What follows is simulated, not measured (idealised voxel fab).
The name of this process module is voxel capacitor over wiring.
Square cells of 5 nm make up the cross-section cut, whose width is 160 nm.
How to read a cross-section here: the picture is a grid of square cells, written as bands going from the top down, and any band can span one or more rows of cells.
The entry gives the band's vertical extent as a top height and a bottom height in nm, then its horizontal make-up as materials from left to right, each with a width in nm. "blank" stands for empty space; a single material marked "edge to edge" fills the band edge to edge.
Heights from 0 (as-received wafer is one material below). Bottom band endless downward, as "0 nm and below".
When a width is written as two numbers, as in "30..40", the first number is the width in the top row of cells of the band and the second is the width in its bottom row, and the width changes by the same amount from each row to the next.
Reading "remained unchanged" for a step: not a cell of the cross-section changed in it.
In the "Closed void list" entry, you get each enclosed empty space of 8 cells or more, one with no open way to the top, written width x height at distance, distance from the left edge, in nm.
Post-settings text on a step line: simulator's own remark regarding the step.
On any step carrying a mask, the "overlay nm" setting, if present on the step's line, tells how far right of its planned place the mask lay; negative values point to the left.

### The process steps that were planned are listed below
step 1: RECEIVE (material Si)
step 2: CONFORMAL_DEP (material SiO2; thk nm 10)
step 3: DIRECTIONAL_DEP (material TiN; thk nm 5)
step 4: DIRECTIONAL_DEP (material Ru; thk nm 20)
step 5: PATTERN (tone cover; mask id METAL_1; material resist; width nm 25; pitch nm 75; thk nm 15; overlay nm 0)
step 6: DIRECTIONAL_ETCH (etch materials Ru; depth nm 20)
step 7: DIRECTIONAL_ETCH (etch materials TiN; depth nm 5)
step 8: STRIP (etch materials resist)
step 9: CONFORMAL_DEP (material SiCN; thk nm 5)
step 10: FILL_DEP (material lowk; thk nm 10)
step 11: CMP (height nm 35)
step 12: CONFORMAL_DEP (material SiCN; thk nm 5)
step 13: DIRECTIONAL_DEP (material lowk; thk nm 10)
step 14: PATTERN (tone open; mask id PLUG_1; material resist; width nm 15; thk nm 15; overlay nm 0)
step 15: DIRECTIONAL_ETCH (etch materials lowk; depth nm 10)
step 16: DIRECTIONAL_ETCH (etch materials SiCN; depth nm 5)
step 17: STRIP (etch materials resist)
step 18: CONFORMAL_DEP (material TiN; thk nm 5)
step 19: FILL_DEP (material Cu; thk nm 5)
step 20: CMP (height nm 50)
step 21: DIRECTIONAL_DEP (material TiN; thk nm 5)
step 22: DIRECTIONAL_DEP (material Al2O3; thk nm 5)
step 23: DIRECTIONAL_DEP (material TiN; thk nm 10)
step 24: MASKED_ETCH (tone cover; mask id UPPER_PLATE; width nm 55; etch materials TiN; depth nm 10; overlay nm 0)
step 25: MASKED_ETCH (tone cover; mask id UPPER_PLATE; width nm 55; etch materials Al2O3; depth nm 5; overlay nm 0)
step 26: MASKED_ETCH (tone cover; mask id LOWER_PLATE; width nm 65; etch materials TiN; depth nm 5; overlay nm 0)
step 27: FILL_DEP (material SiO2; thk nm 15)
step 28: CMP (height nm 80)
step 29: DIRECTIONAL_DEP (material aC; thk nm 15)
step 30: PATTERN (tone open; mask id PLUG_2; material resist; width nm 15; thk nm 35; overlay nm 0)
step 31: DIRECTIONAL_ETCH (etch materials aC; depth nm 15)
step 32: STRIP (etch materials resist)
step 33: DIRECTIONAL_ETCH (etch materials SiO2; depth nm 10)
step 34: STRIP (etch materials aC)
step 35: CONFORMAL_DEP (material TiN; thk nm 5)
step 36: FILL_DEP (material Cu; thk nm 10)
step 37: CMP (height nm 80)
step 38: CONFORMAL_DEP (material SiCN; thk nm 5)

### First wafer of two (run as planned)

### Delivered wafer in cross-section: state after step 1
  0 nm and below = Si edge to edge
  Closed void list: none

### State of the wafer after step 2, shown in cross-section
  10 nm to 0 nm = SiO2 edge to edge
  Below 0, no change.

### State of the wafer after step 3, shown in cross-section
  15 nm to 10 nm = TiN edge to edge
  Below 10, no change.

### State of the wafer after step 4, shown in cross-section
  35 nm to 15 nm = Ru edge to edge
  Below 15, no change.

### State of the wafer after step 5, shown in cross-section
  50 nm to 35 nm = blank 30 nm / resist 25 nm / blank 50 nm / resist 25 nm / blank 30 nm
  Below 35, no change.

### State of the wafer after step 6, shown in cross-section
  50 nm to 35 nm = blank 30 nm / resist 25 nm / blank 50 nm / resist 25 nm / blank 30 nm
  35 nm to 15 nm = blank 30 nm / Ru 25 nm / blank 50 nm / Ru 25 nm / blank 30 nm
  Below 15, no change.

### State of the wafer after step 7, shown in cross-section
  50 nm to 35 nm = blank 30 nm / resist 25 nm / blank 50 nm / resist 25 nm / blank 30 nm
  35 nm to 15 nm = blank 30 nm / Ru 25 nm / blank 50 nm / Ru 25 nm / blank 30 nm
  15 nm to 10 nm = blank 30 nm / TiN 25 nm / blank 50 nm / TiN 25 nm / blank 30 nm
  Below 10, no change.

### State of the wafer after step 8, shown in cross-section
  35 nm to 15 nm = blank 30 nm / Ru 25 nm / blank 50 nm / Ru 25 nm / blank 30 nm
  Below 15, no change.

### State of the wafer after step 9, shown in cross-section
  40 nm to 35 nm = blank 25 nm / SiCN 35 nm / blank 40 nm / SiCN 35 nm / blank 25 nm
  35 nm to 15 nm = blank 25 nm / SiCN 5 nm / Ru 25 nm / SiCN 5 nm / blank 40 nm / SiCN 5 nm / Ru 25 nm / SiCN 5 nm / blank 25 nm
  15 nm to 10 nm = SiCN 30 nm / TiN 25 nm / SiCN 50 nm / TiN 25 nm / SiCN 30 nm
  Below 10, no change.

### State of the wafer after step 10, shown in cross-section
  50 nm to 40 nm = lowk edge to edge
  40 nm to 35 nm = lowk 25 nm / SiCN 35 nm / lowk 40 nm / SiCN 35 nm / lowk 25 nm
  35 nm to 15 nm = lowk 25 nm / SiCN 5 nm / Ru 25 nm / SiCN 5 nm / lowk 40 nm / SiCN 5 nm / Ru 25 nm / SiCN 5 nm / lowk 25 nm
  Below 15, no change.

### State of the wafer after step 11, shown in cross-section
  35 nm to 15 nm = lowk 25 nm / SiCN 5 nm / Ru 25 nm / SiCN 5 nm / lowk 40 nm / SiCN 5 nm / Ru 25 nm / SiCN 5 nm / lowk 25 nm
  Below 15, no change.

### State of the wafer after step 12, shown in cross-section
  40 nm to 35 nm = SiCN edge to edge
  Below 35, no change.

### State of the wafer after step 13, shown in cross-section
  50 nm to 40 nm = lowk edge to edge
  Below 40, no change.

### State of the wafer after step 14, shown in cross-section
  65 nm to 50 nm = resist 40 nm / blank 15 nm / resist 105 nm
  Below 50, no change.

### State of the wafer after step 15, shown in cross-section
  65 nm to 50 nm = resist 40 nm / blank 15 nm / resist 105 nm
  50 nm to 40 nm = lowk 40 nm / blank 15 nm / lowk 105 nm
  Below 40, no change.

### State of the wafer after step 16, shown in cross-section
  65 nm to 50 nm = resist 40 nm / blank 15 nm / resist 105 nm
  50 nm to 40 nm = lowk 40 nm / blank 15 nm / lowk 105 nm
  40 nm to 35 nm = SiCN 40 nm / blank 15 nm / SiCN 105 nm
  Below 35, no change.

### State of the wafer after step 17, shown in cross-section
  50 nm to 40 nm = lowk 40 nm / blank 15 nm / lowk 105 nm
  Below 40, no change.

### State of the wafer after step 18, shown in cross-section
  55 nm to 50 nm = TiN 45 nm / blank 5 nm / TiN 110 nm
  50 nm to 40 nm = lowk 40 nm / TiN 5 nm / blank 5 nm / TiN 5 nm / lowk 105 nm
  40 nm to 35 nm = SiCN 40 nm / TiN 15 nm / SiCN 105 nm
  Below 35, no change.

### State of the wafer after step 19, shown in cross-section
  60 nm to 55 nm = Cu edge to edge
  55 nm to 50 nm = TiN 45 nm / Cu 5 nm / TiN 110 nm
  50 nm to 40 nm = lowk 40 nm / TiN 5 nm / Cu 5 nm / TiN 5 nm / lowk 105 nm
  Below 40, no change.

### State of the wafer after step 20, shown in cross-section
  50 nm to 40 nm = lowk 40 nm / TiN 5 nm / Cu 5 nm / TiN 5 nm / lowk 105 nm
  Below 40, no change.

### State of the wafer after step 21, shown in cross-section
  55 nm to 50 nm = TiN edge to edge
  Below 50, no change.

### State of the wafer after step 22, shown in cross-section
  60 nm to 55 nm = Al2O3 edge to edge
  Below 55, no change.

### State of the wafer after step 23, shown in cross-section
  70 nm to 60 nm = TiN edge to edge
  Below 60, no change.

### State of the wafer after step 24, shown in cross-section
  70 nm to 60 nm = blank 40 nm / TiN 55 nm / blank 65 nm
  Below 60, no change.

### State of the wafer after step 25, shown in cross-section
  70 nm to 60 nm = blank 40 nm / TiN 55 nm / blank 65 nm
  60 nm to 55 nm = blank 40 nm / Al2O3 55 nm / blank 65 nm
  Below 55, no change.

### State of the wafer after step 26, shown in cross-section
  70 nm to 60 nm = blank 40 nm / TiN 55 nm / blank 65 nm
  60 nm to 55 nm = blank 40 nm / Al2O3 55 nm / blank 65 nm
  55 nm to 50 nm = blank 35 nm / TiN 65 nm / blank 60 nm
  Below 50, no change.

### State of the wafer after step 27, shown in cross-section
  85 nm to 70 nm = SiO2 edge to edge
  70 nm to 60 nm = SiO2 40 nm / TiN 55 nm / SiO2 65 nm
  60 nm to 55 nm = SiO2 40 nm / Al2O3 55 nm / SiO2 65 nm
  55 nm to 50 nm = SiO2 35 nm / TiN 65 nm / SiO2 60 nm
  Below 50, no change.

### State of the wafer after step 28, shown in cross-section
  80 nm to 70 nm = SiO2 edge to edge
  Below 70, no change.

### State of the wafer after step 29, shown in cross-section
  95 nm to 80 nm = aC edge to edge
  Below 80, no change.

### State of the wafer after step 30, shown in cross-section
  130 nm to 95 nm = resist 50 nm / blank 15 nm / resist 95 nm
  Below 95, no change.

### State of the wafer after step 31, shown in cross-section
  115 nm to 95 nm = resist 50 nm / blank 15 nm / resist 95 nm
  95 nm to 80 nm = aC 50 nm / blank 15 nm / aC 95 nm
  Below 80, no change.

### State of the wafer after step 32, shown in cross-section
  95 nm to 80 nm = aC 50 nm / blank 15 nm / aC 95 nm
  Below 80, no change.

### State of the wafer after step 33, shown in cross-section
  95 nm to 80 nm = aC 50 nm / blank 15 nm / aC 95 nm
  80 nm to 70 nm = SiO2 50 nm / blank 15 nm / SiO2 95 nm
  Below 70, no change.

### State of the wafer after step 34, shown in cross-section
  80 nm to 70 nm = SiO2 50 nm / blank 15 nm / SiO2 95 nm
  Below 70, no change.

### State of the wafer after step 35, shown in cross-section
  85 nm to 80 nm = TiN 55 nm / blank 5 nm / TiN 100 nm
  80 nm to 75 nm = SiO2 50 nm / TiN 5 nm / blank 5 nm / TiN 5 nm / SiO2 95 nm
  75 nm to 70 nm = SiO2 50 nm / TiN 15 nm / SiO2 95 nm
  Below 70, no change.

### State of the wafer after step 36, shown in cross-section
  95 nm to 85 nm = Cu edge to edge
  85 nm to 80 nm = TiN 55 nm / Cu 5 nm / TiN 100 nm
  80 nm to 75 nm = SiO2 50 nm / TiN 5 nm / Cu 5 nm / TiN 5 nm / SiO2 95 nm
  Below 75, no change.

### State of the wafer after step 37, shown in cross-section
  80 nm to 75 nm = SiO2 50 nm / TiN 5 nm / Cu 5 nm / TiN 5 nm / SiO2 95 nm
  Below 75, no change.

### State of the wafer after step 38, shown in cross-section
  85 nm to 80 nm = SiCN edge to edge
  Below 80, no change.

### The remaining wafer, second of the two, started like the first and was run to the same plan, except that one mistake was made along the way; the two coincide through step 31, inclusive

### Second wafer, cross-section, planned end of step 32
  95 nm to 80 nm = aC 50 nm / blank 15 nm / aC 95 nm
  Below 80, no change.

### Second wafer, cross-section, planned end of step 33
  95 nm to 80 nm = aC 50 nm / blank 15 nm / aC 95 nm
  80 nm to 70 nm = SiO2 50 nm / blank 15 nm / SiO2 95 nm
  Below 70, no change.

### Second wafer, cross-section, planned end of step 34
  80 nm to 70 nm = SiO2 50 nm / blank 15 nm / SiO2 95 nm
  Below 70, no change.

### Second wafer, cross-section, planned end of step 35
  85 nm to 80 nm = TiN 55 nm / blank 5 nm / TiN 100 nm
  80 nm to 75 nm = SiO2 50 nm / TiN 5 nm / blank 5 nm / TiN 5 nm / SiO2 95 nm
  75 nm to 70 nm = SiO2 50 nm / TiN 15 nm / SiO2 95 nm
  Below 70, no change.

### Second wafer, cross-section, planned end of step 36
  95 nm to 85 nm = Cu edge to edge
  85 nm to 80 nm = TiN 55 nm / Cu 5 nm / TiN 100 nm
  80 nm to 75 nm = SiO2 50 nm / TiN 5 nm / Cu 5 nm / TiN 5 nm / SiO2 95 nm
  Below 75, no change.

### Second wafer, cross-section, planned end of step 37
  80 nm to 75 nm = SiO2 50 nm / TiN 5 nm / Cu 5 nm / TiN 5 nm / SiO2 95 nm
  Below 75, no change.

### Second wafer, cross-section, planned end of step 38
  85 nm to 80 nm = SiCN edge to edge
  Below 80, no change.
What was done differently from what was planned? in the plan, step 32 was performed twice
The two wafers finish with the same cross-section, and therefore the mistake leaves the computed outcome of this model unchanged.
